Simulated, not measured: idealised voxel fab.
Process module name: voxel self aligned vias
Pictured: cross-section cut, 165 nm wide, on a grid of 5 nm square cells.
When this document writes out a cross-section, it uses a grid of square cells and lists it as bands, beginning at the top and moving down, with a band standing for one or more rows of cells.
Band: top height; bottom height; in nm. Then, left to right: material with width in nm, for each material. "throughout": a single material spanning edge to edge. "blank": empty space.
Ref level 0: as-received wafer is one material below here. Bottom band extends down with no lower bound ("0 nm and below").
The expression "30->40" gives the width at the extremes of the band, the first number at its top row of cells and the second at its bottom row, with the width changing by equal amounts from each row to the next in between.
You'll sometimes find "nothing got changed" written for a step, and that's the way of saying that nowhere in the cross-section did a cell change during that step.
Closed-off voids of 8+ cells (no open route to the top) go in "Enclosed void listing", written width x height at distance from the left edge, in nm.
If you see something after the settings on a step's line, that's the simulator's own remark about that step.
Steps that use a mask can have "overlay nm" on their line. It says how far the mask sat to the right of where it was meant to be. Negative means to the left.

[Process steps - plan]
1: op RECEIVE | material Si
2: op CONFORMAL_DEP | material SiO2 | thk nm 15
3: op CONFORMAL_DEP | material SiCN | thk nm 5
4: op DIRECTIONAL_DEP | material lowk | thk nm 20
5: op PATTERN | tone open | mask id LINES | material resist | width nm 20 | pitch nm 60 | thk nm 15 | overlay nm 0
6: op DIRECTIONAL_ETCH | etch materials lowk | depth nm 20
7: op STRIP | etch materials resist
8: op CONFORMAL_DEP | material TiN | thk nm 5
9: op FILL_DEP | material Ru | thk nm 10
10: op CMP | height nm 40
11: op SELECTIVE_ETCH | etch materials W Ru TiN | depth nm 5
12: op FILL_DEP | material SiN | thk nm 10
13: op CMP | height nm 40
14: op DIRECTIONAL_DEP | material lowk | thk nm 20
15: op MASKED_ETCH | tone open | mask id VIAS | width nm 40 | etch materials lowk | depth nm 20 | overlay nm 0
16: op MASKED_ETCH | tone open | mask id VIAS | width nm 40 | etch materials SiN | depth nm 5 | overlay nm 0
17: op CONFORMAL_DEP | material TiN | thk nm 5
18: op FILL_DEP | material W | thk nm 10
19: op CMP | height nm 60
20: op CONFORMAL_DEP | material SiCN | thk nm 5

[Cross-section of the wafer upon arrival, representing the state reached after step 1]
  0 nm and below: Si throughout
  Enclosed void listing: none

[Run as planned - first of the two wafers cross-sectioned at the end of the module]
  65 nm to 60 nm: SiCN throughout
  60 nm to 45 nm: 30 of lowk | 5 of TiN | 30 of W | 5 of TiN | 95 of lowk
  45 nm to 40 nm: 30 of lowk | 15 of TiN | 10 of W | 15 of TiN | 95 of lowk
  40 nm to 35 nm: 40 of lowk | 20 of TiN | 40 of lowk | 20 of SiN | 45 of lowk
  35 nm to 25 nm: 40 of lowk | 5 of TiN | 10 of Ru | 5 of TiN | 40 of lowk | 5 of TiN | 10 of Ru | 5 of TiN | 45 of lowk
  25 nm to 20 nm: 40 of lowk | 20 of TiN | 40 of lowk | 20 of TiN | 45 of lowk
  20 nm to 15 nm: SiCN throughout
  15 nm to 0 nm: SiO2 throughout
  0 nm and below: Si throughout
  Enclosed void listing: none

[Now the second wafer, cross-sectioned at the end of the module. Nothing different at the start, nothing different in the plan compared with the first, just one mistake when it was actually run]
  65 nm to 60 nm: SiCN throughout
  60 nm to 45 nm: 30 of lowk | 5 of TiN | 30 of W | 5 of TiN | 95 of lowk
  45 nm to 40 nm: 30 of lowk | 5 of TiN | 10 of W | 25 of TiN | 95 of lowk
  40 nm to 35 nm: 30 of lowk | 20 of TiN | 40 of lowk | 20 of SiN | 55 of lowk
  35 nm to 25 nm: 30 of lowk | 5 of TiN | 10 of Ru | 5 of TiN | 40 of lowk | 5 of TiN | 10 of Ru | 5 of TiN | 55 of lowk
  25 nm to 20 nm: 30 of lowk | 20 of TiN | 40 of lowk | 20 of TiN | 55 of lowk
  20 nm to 15 nm: SiCN throughout
  15 nm to 0 nm: SiO2 throughout
  0 nm and below: Si throughout
  Enclosed void listing: none
The mistake made against the process plan was this: step 5 deviated from plan and actually ran as op PATTERN | tone open | mask id LINES | material resist | width nm 20 | pitch nm 60 | thk nm 15 | overlay nm -10
Final state: per-material cell counts identical on both wafers; locations differ.
